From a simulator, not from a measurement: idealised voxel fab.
Documented hereafter: the process module known as voxel transistor to metal.
We display cut, a cross-section 235 nm in width whose square cells are each 5 nm.
Notation: cross-section as square-cell grid; stated in bands, top first, going down; one or more cell rows per band.
A band entry consists of two parts. The first gives the height of the band's top and the height of its bottom, in nm. The rest lists the band's materials from left to right, each with its width in nm. A single material labelled with the word "everywhere" fills the band from edge to edge, and the word "blank" marks empty space.
Beneath 0, the wafer as received is one material, and that level is where height counting begins. The lowest band goes on downward without a bottom; it is written like "0..down".
You'd read "30..40" like this: the band's top row of cells is as wide as the first number, its bottom row is as wide as the second, and going down, every row changes width by the same amount as the row before did.
Basically "remained the same" means that step didn't change any cell in the cross-section.
"Closed cavities": sealed empty spaces, 8 cells or more, no open way to top, listed width x height at distance, with distance from the left edge and width, height and distance in nm.
On each step's line, the part that comes after the settings is the simulator's own comment on the step.
A step's line can hold "overlay nm"; with a mask on that step, the setting says how far right of the planned place the mask lay, while a negative setting says it lay to the left.

The steps planned for the process are as follows:
1. RECEIVE with material Si
2. OXIDIZE with depth nm 5
3. CONFORMAL_DEP with material SiN, thk nm 15
4. DIRECTIONAL_DEP with material aC, thk nm 15
5. PATTERN with tone cover, mask id ACTIVE, material resist, width nm 85, pitch nm 105, thk nm 35, overlay nm 0
6. DIRECTIONAL_ETCH with etch materials aC, depth nm 15
7. STRIP with etch materials resist
8. DIRECTIONAL_ETCH with etch materials SiN, depth nm 15
9. DIRECTIONAL_ETCH with etch materials SiO2, depth nm 5
10. DIRECTIONAL_ETCH with etch materials Si, depth nm 30
11. STRIP with etch materials aC
12. OXIDIZE with depth nm 5
13. FILL_DEP with material SiO2, thk nm 15
14. CMP with height nm 15
15. SELECTIVE_ETCH with etch materials SiO2, depth nm 10
16. STRIP with etch materials SiN
17. SELECTIVE_ETCH with etch materials SiO2, depth nm 5
18. OXIDIZE with depth nm 5
19. DIRECTIONAL_DEP with material polySi, thk nm 20
20. DIRECTIONAL_DEP with material SiCN, thk nm 15
21. DIRECTIONAL_DEP with material aC, thk nm 10
22. PATTERN with tone cover, mask id GATE, material resist, width nm 15, pitch nm 105, thk nm 30, overlay nm 0
23. DIRECTIONAL_ETCH with etch materials aC, depth nm 10
24. STRIP with etch materials resist
25. DIRECTIONAL_ETCH with etch materials SiCN, depth nm 25
26. DIRECTIONAL_ETCH with etch materials polySi, depth nm 30
27. STRIP with etch materials aC
28. CONFORMAL_DEP with material SiO2, thk nm 5
29. DIRECTIONAL_ETCH with etch materials SiO2, depth nm 5
30. CONFORMAL_DEP with material SiN, thk nm 5
31. DIRECTIONAL_ETCH with etch materials SiN, depth nm 5
32. DIRECTIONAL_ETCH with etch materials SiO2, depth nm 5
33. DIRECTIONAL_ETCH with etch materials Si, depth nm 5
34. EPI with material SiGe, thk nm 5
35. FILL_DEP with material SiO2, thk nm 5
36. CMP with height nm 30
37. DIRECTIONAL_DEP with material SiO2, thk nm 10
38. PATTERN with tone open, mask id CONTACT, material resist, width nm 15, thk nm 15, overlay nm 0
39. DIRECTIONAL_ETCH with etch materials SiO2, depth nm 50
40. STRIP with etch materials resist
41. CONFORMAL_DEP with material TiN, thk nm 5
42. FILL_DEP with material W, thk nm 10
43. CMP with height nm 40
44. DIRECTIONAL_DEP with material TiN, thk nm 5
45. DIRECTIONAL_DEP with material W, thk nm 25
46. MASKED_ETCH with tone cover, mask id METAL_1, width nm 15, etch materials W, depth nm 25, overlay nm 0
47. MASKED_ETCH with tone cover, mask id METAL_1, width nm 15, etch materials TiN, depth nm 5, overlay nm 0
48. FILL_DEP with material SiO2, thk nm 10
49. CMP with height nm 70
50. CONFORMAL_DEP with material SiCN, thk nm 5
51. DIRECTIONAL_DEP with material SiO2, thk nm 30
52. PATTERN with tone open, mask id METAL_2, material resist, width nm 15, pitch nm 105, thk nm 15, overlay nm 0
53. DIRECTIONAL_ETCH with etch materials SiO2, depth nm 15
54. STRIP with etch materials resist
55. PATTERN with tone open, mask id METAL_2_HOLES, material resist, width nm 15, pitch nm 105, thk nm 20, overlay nm 0
56. DIRECTIONAL_ETCH with etch materials SiO2, depth nm 15
57. DIRECTIONAL_ETCH with etch materials SiCN, depth nm 5
58. STRIP with etch materials resist
59. CONFORMAL_DEP with material TiN, thk nm 5
60. FILL_DEP with material Ru, thk nm 5
61. CMP with height nm 105
62. CONFORMAL_DEP with material SiCN, thk nm 5

Received-state cross-section, reflecting completion of step 1:
* 0..down = Si everywhere
* Closed cavities: none

Cross-sectional view of the first of the two wafers upon completion of the module, processed in accordance with the plan:
* 110..105 = SiCN everywhere
* 105..75 = SiO2 25 | TiN 5 | Ru 5 | TiN 5 | SiO2 90 | TiN 5 | Ru 5 | TiN 5 | SiO2 90
* 75..70 = SiCN 25 | TiN 15 | SiCN 90 | TiN 15 | SiCN 90
* 70..45 = SiO2 25 | W 15 | SiO2 45 | W 15 | SiO2 30 | W 15 | SiO2 45 | W 15 | SiO2 30
* 45..40 = SiO2 25 | TiN 15 | SiO2 45 | TiN 15 | SiO2 30 | TiN 15 | SiO2 45 | TiN 15 | SiO2 30
* 40..30 = SiO2 25 | TiN 5 | W 5 | TiN 5 | SiO2 45 | TiN 5 | W 5 | TiN 5 | SiO2 30 | TiN 5 | W 5 | TiN 5 | SiO2 45 | TiN 5 | W 5 | TiN 5 | SiO2 30
* 30..15 = SiO2 25 | TiN 5 | W 5 | TiN 5 | SiO2 5 | SiN 5 | SiO2 5 | SiCN 15 | SiO2 5 | SiN 5 | SiO2 5 | TiN 5 | W 5 | TiN 5 | SiO2 30 | TiN 5 | W 5 | TiN 5 | SiO2 5 | SiN 5 | SiO2 5 | SiCN 15 | SiO2 5 | SiN 5 | SiO2 5 | TiN 5 | W 5 | TiN 5 | SiO2 30
* 15..0 = SiO2 25 | TiN 5 | W 5 | TiN 5 | SiO2 5 | SiN 5 | SiO2 5 | polySi 15 | SiO2 5 | SiN 5 | SiO2 5 | TiN 5 | W 5 | TiN 5 | SiO2 30 | TiN 5 | W 5 | TiN 5 | SiO2 5 | SiN 5 | SiO2 5 | polySi 15 | SiO2 5 | SiN 5 | SiO2 5 | TiN 5 | W 5 | TiN 5 | SiO2 30
* 0..-5 = SiO2 20 | SiN 5 | TiN 5 | W 5 | TiN 5 | SiO2 5 | SiN 5 | SiO2 5 | polySi 15 | SiO2 5 | SiN 5 | SiO2 5 | TiN 5 | W 5 | TiN 5 | SiN 5 | SiO2 20 | SiN 5 | TiN 5 | W 5 | TiN 5 | SiO2 5 | SiN 5 | SiO2 5 | polySi 15 | SiO2 5 | SiN 5 | SiO2 5 | TiN 5 | W 5 | TiN 5 | SiN 5 | SiO2 25
* -5..-10 = SiO2 25 | TiN 15 | SiGe 5 | SiO2 35 | SiGe 5 | TiN 15 | SiO2 30 | TiN 15 | SiGe 5 | SiO2 35 | SiGe 5 | TiN 15 | SiO2 30
* -10..-15 = SiO2 25 | SiGe 20 | Si 35 | SiGe 20 | SiO2 30 | SiGe 20 | Si 35 | SiGe 20 | SiO2 30
* -15..-40 = SiO2 25 | Si 75 | SiO2 30 | Si 75 | SiO2 30
* -40..down = Si everywhere
* Closed cavities: none

Wafer two (of two), end-of-module cross-section: start = wafer one, plan = wafer one, one run mistake:
* 110..105 = SiCN everywhere
* 105..75 = SiO2 25 | TiN 5 | Ru 5 | TiN 5 | SiO2 90 | TiN 5 | Ru 5 | TiN 5 | SiO2 90
* 75..70 = SiCN 25 | TiN 15 | SiCN 90 | TiN 15 | SiCN 90
* 70..45 = W 25 | SiO2 15 | W 45 | SiO2 15 | W 30 | SiO2 15 | W 45 | SiO2 15 | W 30
* 45..40 = TiN everywhere
* 40..30 = SiO2 25 | TiN 5 | W 5 | TiN 5 | SiO2 45 | TiN 5 | W 5 | TiN 5 | SiO2 30 | TiN 5 | W 5 | TiN 5 | SiO2 45 | TiN 5 | W 5 | TiN 5 | SiO2 30
* 30..15 = SiO2 25 | TiN 5 | W 5 | TiN 5 | SiO2 5 | SiN 5 | SiO2 5 | SiCN 15 | SiO2 5 | SiN 5 | SiO2 5 | TiN 5 | W 5 | TiN 5 | SiO2 30 | TiN 5 | W 5 | TiN 5 | SiO2 5 | SiN 5 | SiO2 5 | SiCN 15 | SiO2 5 | SiN 5 | SiO2 5 | TiN 5 | W 5 | TiN 5 | SiO2 30
* 15..0 = SiO2 25 | TiN 5 | W 5 | TiN 5 | SiO2 5 | SiN 5 | SiO2 5 | polySi 15 | SiO2 5 | SiN 5 | SiO2 5 | TiN 5 | W 5 | TiN 5 | SiO2 30 | TiN 5 | W 5 | TiN 5 | SiO2 5 | SiN 5 | SiO2 5 | polySi 15 | SiO2 5 | SiN 5 | SiO2 5 | TiN 5 | W 5 | TiN 5 | SiO2 30
* 0..-5 = SiO2 20 | SiN 5 | TiN 5 | W 5 | TiN 5 | SiO2 5 | SiN 5 | SiO2 5 | polySi 15 | SiO2 5 | SiN 5 | SiO2 5 | TiN 5 | W 5 | TiN 5 | SiN 5 | SiO2 20 | SiN 5 | TiN 5 | W 5 | TiN 5 | SiO2 5 | SiN 5 | SiO2 5 | polySi 15 | SiO2 5 | SiN 5 | SiO2 5 | TiN 5 | W 5 | TiN 5 | SiN 5 | SiO2 25
* -5..-10 = SiO2 25 | TiN 15 | SiGe 5 | SiO2 35 | SiGe 5 | TiN 15 | SiO2 30 | TiN 15 | SiGe 5 | SiO2 35 | SiGe 5 | TiN 15 | SiO2 30
* -10..-15 = SiO2 25 | SiGe 20 | Si 35 | SiGe 20 | SiO2 30 | SiGe 20 | Si 35 | SiGe 20 | SiO2 30
* -15..-40 = SiO2 25 | Si 75 | SiO2 30 | Si 75 | SiO2 30
* -40..down = Si everywhere
* Closed cavities: none
In executing the process, a mistake was made relative to the plan: step 46: run off-plan, actual operation and settings MASKED_ETCH with tone open, mask id METAL_1, width nm 15, etch materials W, depth nm 25, overlay nm 0
Wrapping up, a cell-based count of both wafers puts the second over or under the first for these materials: SiO2: 150 fewer | TiN: 35 more | W: 115 more
